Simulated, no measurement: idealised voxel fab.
You're looking at the process module voxel self aligned vias.
cross-section cut | 240 nm wide | cells 5 nm
A cross-section in this document is a grid of square cells, and it is written down as bands, the top band listed before the ones below it; a band is made up of one or more rows of cells. Top height, bottom height, nm. Materials left to right, width each, nm. Single material + "everywhere" = fills band edge to edge. "empty" = empty. Counting heights begins at 0, where everything beneath is, in the wafer as received, one material. The lowest band has no bottom; it goes on downwards, as "top 0, no bottom" shows. You'd read "30..40" like this: the band's top row of cells is as wide as the first number, its bottom row is as wide as the second, and going down, every row changes width by the same amount as the row before did. Step note "no modification" = no cross-section cell changed. "Trapped void list": sealed empty spaces, 8 cells or more, no open way to top, listed width x height at distance, with distance from the left edge and width, height and distance in nm. Heads up: the bit after the settings on a step's line is the simulator's remark on that step. Steps that use a mask can have "overlay nm" on their line. It says how far the mask sat to the right of where it was meant to be. Negative means to the left.

Planned step list for the process
step 1: RECEIVE [material Si]
step 2: CONFORMAL_DEP [material SiO2] [thk nm 10]
step 3: CONFORMAL_DEP [material SiCN] [thk nm 5]
step 4: DIRECTIONAL_DEP [material SiO2] [thk nm 25]
step 5: PATTERN [tone open] [mask id LINES] [material resist] [width nm 20] [pitch nm 65] [thk nm 15] [overlay nm 0]
step 6: DIRECTIONAL_ETCH [etch materials SiO2] [depth nm 25]
step 7: STRIP [etch materials resist]
step 8: CONFORMAL_DEP [material TiN] [thk nm 5]
step 9: FILL_DEP [material W] [thk nm 10]
step 10: CMP [height nm 40]
step 11: SELECTIVE_ETCH [etch materials W Ru TiN] [depth nm 10]
step 12: FILL_DEP [material SiN] [thk nm 5]
step 13: CMP [height nm 40]
step 14: DIRECTIONAL_DEP [material SiO2] [thk nm 15]
step 15: DIRECTIONAL_DEP [material aC] [thk nm 10]
step 16: PATTERN [tone open] [mask id VIAS] [material resist] [width nm 40] [pitch nm 65] [thk nm 30] [overlay nm 0]
step 17: DIRECTIONAL_ETCH [etch materials aC] [depth nm 10]
step 18: STRIP [etch materials resist]
step 19: DIRECTIONAL_ETCH [etch materials SiO2] [depth nm 15]
step 20: DIRECTIONAL_ETCH [etch materials SiN] [depth nm 10]
step 21: STRIP [etch materials aC]
step 22: CONFORMAL_DEP [material TiN] [thk nm 5]
step 23: FILL_DEP [material Ru] [thk nm 5]
step 24: CMP [height nm 45]
step 25: CONFORMAL_DEP [material SiN] [thk nm 5]
Where the wafers of this document differ is in the height nm of step 24; they start out the same, and the plan states the value that applied to the first wafer.

The first of several wafers in cross-section, exactly as it reached us after step 1
- top 0, no bottom: Si everywhere
- Trapped void list: none

The first of several wafers, seen in cross-section after the module's last step, step 25
- top 50, bottom 45: SiN everywhere
- top 45, bottom 35: 65..75 SiO2 | 15..5 TiN | 10 Ru | 15..5 TiN | 25..45 SiO2 | 15..5 TiN | 10 Ru | 15..5 TiN | 70..80 SiO2
- top 35, bottom 30: 75 SiO2 | 20 TiN | 45 SiO2 | 20 TiN | 80 SiO2
- top 30, bottom 20: 75 SiO2 | 5 TiN | 10 W | 5 TiN | 45 SiO2 | 5 TiN | 10 W | 5 TiN | 80 SiO2
- top 20, bottom 15: 75 SiO2 | 20 TiN | 45 SiO2 | 20 TiN | 80 SiO2
- top 15, bottom 10: SiCN everywhere
- top 10, bottom 0: SiO2 everywhere
- top 0, no bottom: Si everywhere
- Trapped void list: none

Cross-sectional view of the final wafer of several at the module's end
- top 70, bottom 65: SiN everywhere
- top 65, bottom 60: Ru everywhere
- top 60, bottom 55: 70 TiN | 30 Ru | 35 TiN | 30 Ru | 75 TiN
- top 55, bottom 45: 65 SiO2 | 5 TiN | 30 Ru | 5 TiN | 25 SiO2 | 5 TiN | 30 Ru | 5 TiN | 70 SiO2
- top 45, bottom 35: 65..75 SiO2 | 15..5 TiN | 10 Ru | 15..5 TiN | 25..45 SiO2 | 15..5 TiN | 10 Ru | 15..5 TiN | 70..80 SiO2
- top 35, bottom 30: 75 SiO2 | 20 TiN | 45 SiO2 | 20 TiN | 80 SiO2
- top 30, bottom 20: 75 SiO2 | 5 TiN | 10 W | 5 TiN | 45 SiO2 | 5 TiN | 10 W | 5 TiN | 80 SiO2
- top 20, bottom 15: 75 SiO2 | 20 TiN | 45 SiO2 | 20 TiN | 80 SiO2
- top 15, bottom 10: SiCN everywhere
- top 10, bottom 0: SiO2 everywhere
- top 0, no bottom: Si everywhere
- Trapped void list: none

Basically each wafer gets a line in the table, showing it at the end of the module: material by material, the cells it gained (+) or lost (-) since we got it, then its closed voids
height nm 45; +8 Ru; +48 SiCN; +48 SiN; +328 SiO2; +40 TiN; +8 W; Trapped void list: none
height nm 50; +20 Ru; +48 SiCN; +48 SiN; +360 SiO2; +44 TiN; +8 W; Trapped void list: none
height nm 55; +32 Ru; +48 SiCN; +48 SiN; +392 SiO2; +48 TiN; +8 W; Trapped void list: none
height nm 60; +44 Ru; +48 SiCN; +48 SiN; +392 SiO2; +84 TiN; +8 W; Trapped void list: none
height nm 65; +92 Ru; +48 SiCN; +48 SiN; +392 SiO2; +84 TiN; +8 W; Trapped void list: none
